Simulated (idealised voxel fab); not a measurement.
Title: Process Module voxel gate over fins
FYI the section here is cut, 295 nm wide, cells are 5 nm squares.
For the purposes of this document, a cross-section shall be understood as a grid of square cells, specified as bands listed in top-to-bottom order, each band consisting of one or more rows of cells.
Band entry format. Leading values: height of top, height of bottom, nm. Remainder: materials in left-to-right order, each with its width in nm. Special words: "everywhere" on a single material, which then fills the band edge to edge; "blank", empty space.
All heights in this document are referenced to 0, defined as the level beneath which the wafer, as received, consists entirely of one material. The lowest band is not bounded below; it extends indefinitely downward and is written in the form "0 and below".
It should be noted that a width expressed as "30->40" varies in equal increments from row to row of cells within the band, taking the value of the first number at the top row and that of the second number at the bottom row.
Step note "identical to before" = no cross-section cell changed.
Look at "Sealed void listing" for the closed voids: empty spaces with no open path to the top, sized 8 cells or up. Each is width x height at distance, distance from the left edge, all nm.
That trailing text on a step's line, after the settings, is the simulator's own remark on the step.
overlay nm, on a step with a mask: how far to the right of its planned place the mask lay; to the left if negative

[Steps in the process plan]
- 1: RECEIVE,material Si
- 2: CONFORMAL_DEP,material SiN,thk nm 5
- 3: MASKED_ETCH,tone cover,mask id FINS,width nm 15,pitch nm 45,etch materials SiN,depth nm 5,overlay nm 0
- 4: MASKED_ETCH,tone cover,mask id FINS,width nm 15,pitch nm 45,etch materials Si,depth nm 35,overlay nm 0
- 5: FILL_DEP,material SiO2,thk nm 15
- 6: CMP,height nm 5
- 7: SELECTIVE_ETCH,etch materials SiO2,depth nm 20
- 8: STRIP,etch materials SiN
- 9: CONFORMAL_DEP,material HfO2,thk nm 5
- 10: CONFORMAL_DEP,material TiN,thk nm 5
- 11: CONFORMAL_DEP,material TiAl,thk nm 5
- 12: CONFORMAL_DEP,material TiN,thk nm 5
- 13: FILL_DEP,material W,thk nm 10
- 14: CMP,height nm 25
- 15: CONFORMAL_DEP,material SiN,thk nm 5

[Incoming wafer, cross-sectional view, post step 1]
* 0 and below | Si everywhere
* Sealed void listing: none

[First of two wafers at the end of the module, shown in cross-section; run carried out as planned]
* 30 down to 25 | SiN everywhere
* 25 down to 20 | W everywhere
* 20 down to 15 | W=50 / TiN=190 / W=55
* 15 down to 10 | W=50 / TiN=5 / TiAl=180 / TiN=5 / W=55
* 10 down to 5 | W=50 / TiN=5 / TiAl=5 / TiN=35 / TiAl=10 / TiN=35 / TiAl=10 / TiN=35 / TiAl=10 / TiN=35 / TiAl=5 / TiN=5 / W=55
* 5 down to 0 | TiN=55 / TiAl=5 / TiN=5 / HfO2=25 / TiN=5 / TiAl=10 / TiN=5 / HfO2=25 / TiN=5 / TiAl=10 / TiN=5 / HfO2=25 / TiN=5 / TiAl=10 / TiN=5 / HfO2=25 / TiN=5 / TiAl=5 / TiN=60
* 0 down to -5 | TiAl=60 / TiN=5 / HfO2=5 / Si=15 / HfO2=5 / TiN=5 / TiAl=10 / TiN=5 / HfO2=5 / Si=15 / HfO2=5 / TiN=5 / TiAl=10 / TiN=5 / HfO2=5 / Si=15 / HfO2=5 / TiN=5 / TiAl=10 / TiN=5 / HfO2=5 / Si=15 / HfO2=5 / TiN=5 / TiAl=65
* -5 down to -10 | TiN=65 / HfO2=5 / Si=15 / HfO2=5 / TiN=20 / HfO2=5 / Si=15 / HfO2=5 / TiN=20 / HfO2=5 / Si=15 / HfO2=5 / TiN=20 / HfO2=5 / Si=15 / HfO2=5 / TiN=70
* -10 down to -15 | HfO2=70 / Si=15 / HfO2=30 / Si=15 / HfO2=30 / Si=15 / HfO2=30 / Si=15 / HfO2=75
* -15 down to -35 | SiO2=70 / Si=15 / SiO2=30 / Si=15 / SiO2=30 / Si=15 / SiO2=30 / Si=15 / SiO2=75
* -35 and below | Si everywhere
* Sealed void listing: none

[Wafer two (of two), end-of-module cross-section: start = wafer one, plan = wafer one, one run mistake]
* 30 down to 25 | SiN everywhere
* 25 down to 20 | W everywhere
* 20 down to 10 | W=50 / TiN=190 / W=55
* 10 down to 5 | W=50 / TiN=10 / TiAl=35 / TiN=10 / TiAl=35 / TiN=10 / TiAl=35 / TiN=10 / TiAl=35 / TiN=10 / W=55
* 5 down to 0 | TiN=60 / TiAl=5 / HfO2=25 / TiAl=5 / TiN=10 / TiAl=5 / HfO2=25 / TiAl=5 / TiN=10 / TiAl=5 / HfO2=25 / TiAl=5 / TiN=10 / TiAl=5 / HfO2=25 / TiAl=5 / TiN=65
* 0 down to -5 | TiN=60 / TiAl=5 / HfO2=5 / Si=15 / HfO2=5 / TiAl=5 / TiN=10 / TiAl=5 / HfO2=5 / Si=15 / HfO2=5 / TiAl=5 / TiN=10 / TiAl=5 / HfO2=5 / Si=15 / HfO2=5 / TiAl=5 / TiN=10 / TiAl=5 / HfO2=5 / Si=15 / HfO2=5 / TiAl=5 / TiN=65
* -5 down to -10 | TiAl=65 / HfO2=5 / Si=15 / HfO2=5 / TiAl=20 / HfO2=5 / Si=15 / HfO2=5 / TiAl=20 / HfO2=5 / Si=15 / HfO2=5 / TiAl=20 / HfO2=5 / Si=15 / HfO2=5 / TiAl=70
* -10 down to -15 | HfO2=70 / Si=15 / HfO2=30 / Si=15 / HfO2=30 / Si=15 / HfO2=30 / Si=15 / HfO2=75
* -15 down to -35 | SiO2=70 / Si=15 / SiO2=30 / Si=15 / SiO2=30 / Si=15 / SiO2=30 / Si=15 / SiO2=75
* -35 and below | Si everywhere
* Sealed void listing: none
what went wrong: steps 10 and 11 swapped
At the close, every material occupies the same number of cells on the second wafer as on the first, only in different positions.
